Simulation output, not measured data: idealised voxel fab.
process module | voxel ribs on slabs
FYI the section here is cut, 200 nm wide, cells are 5 nm squares.
Reading order for cross-sections: top band down to bottom band. Underlying form: a grid of square cells. Band size: one or more rows of cells. The band entry comprises the height of the band's top followed by the height of its bottom, expressed in nm, and subsequently the band's materials from left to right, each stated together with its width in nm. Where a single material is marked with the word "all across", that material fills the band from edge to edge. The word "blank" represents empty space. Measure heights from 0. That's the level where, below it, the as-received wafer is all one material. The lowest band is bottomless and extends downward; write it as in "from 0 down". Think of "30..40" as a width that walks from the first number to the second as you go down the band, top row to bottom row, taking equal-sized steps from row to row. Key: "no change" - step with no changed cell in the cross-section. "Catalogued sealed voids" enumerates empty spaces isolated from the top, with no open way to it, that contain at least 8 cells, giving each as width x height at distance from the left edge, all three in nm. Text after the settings on a step's line: the simulator's own remark on that step. Among the settings permitted on a step's line is "overlay nm"; applied to a step with a mask, it specifies the extent to which the mask lay to the right of its planned position, whereas a negative figure signifies a position to the left.
Process steps (planned):
- 1: RECEIVE with material Si
- 2: DIRECTIONAL_DEP with material SiO2, thk nm 25
- 3: DIRECTIONAL_DEP with material polySi, thk nm 15
- 4: MASKED_ETCH with tone cover, mask id RIB, width nm 20, etch materials polySi, depth nm 10, overlay nm 0
- 5: MASKED_ETCH with tone cover, mask id SLAB, width nm 60, etch materials polySi, depth nm 5, overlay nm 0
- 6: FILL_DEP with material SiO2, thk nm 20
- 7: CMP with height nm 55
- 8: DIRECTIONAL_DEP with material TiN, thk nm 5
- 9: PATTERN with tone cover, mask id HEATER, material resist, width nm 30, thk nm 15, overlay nm 0
- 10: DIRECTIONAL_ETCH with etch materials TiN, depth nm 5
- 11: STRIP with etch materials resist
- 12: CONFORMAL_DEP with material SiN, thk nm 10
So this is the incoming wafer in cross-section - it's already been through step 1:
from 0 down: Si all across
Catalogued sealed voids: none
First wafer at the end, as planned:
from 70 to 65: blank=75, SiN=50, blank=75
from 65 to 60: SiN all across
from 60 to 55: SiN=85, TiN=30, SiN=85
from 55 to 40: SiO2 all across
from 40 to 30: SiO2=90, polySi=20, SiO2=90
from 30 to 25: SiO2=70, polySi=60, SiO2=70
from 25 to 0: SiO2 all across
from 0 down: Si all across
Catalogued sealed voids: none
This cross-section belongs to the second wafer of two at the end of the module; the start and the plan were shared with the first, and the run included one mistake:
from 70 to 65: blank=75, SiN=50, blank=75
from 65 to 60: SiN all across
from 60 to 55: SiN=85, TiN=30, SiN=85
from 55 to 40: SiO2 all across
from 40 to 25: TiN all across
from 25 to 0: SiO2 all across
from 0 down: Si all across
Catalogued sealed voids: none
Short version of what went wrong: in deviation from the planned setting, step 3 was conducted as DIRECTIONAL_DEP with material TiN, thk nm 15
Final tally in cells, some materials are higher or lower on the second wafer than on the first: SiO2 -100, TiN +120, polySi -20
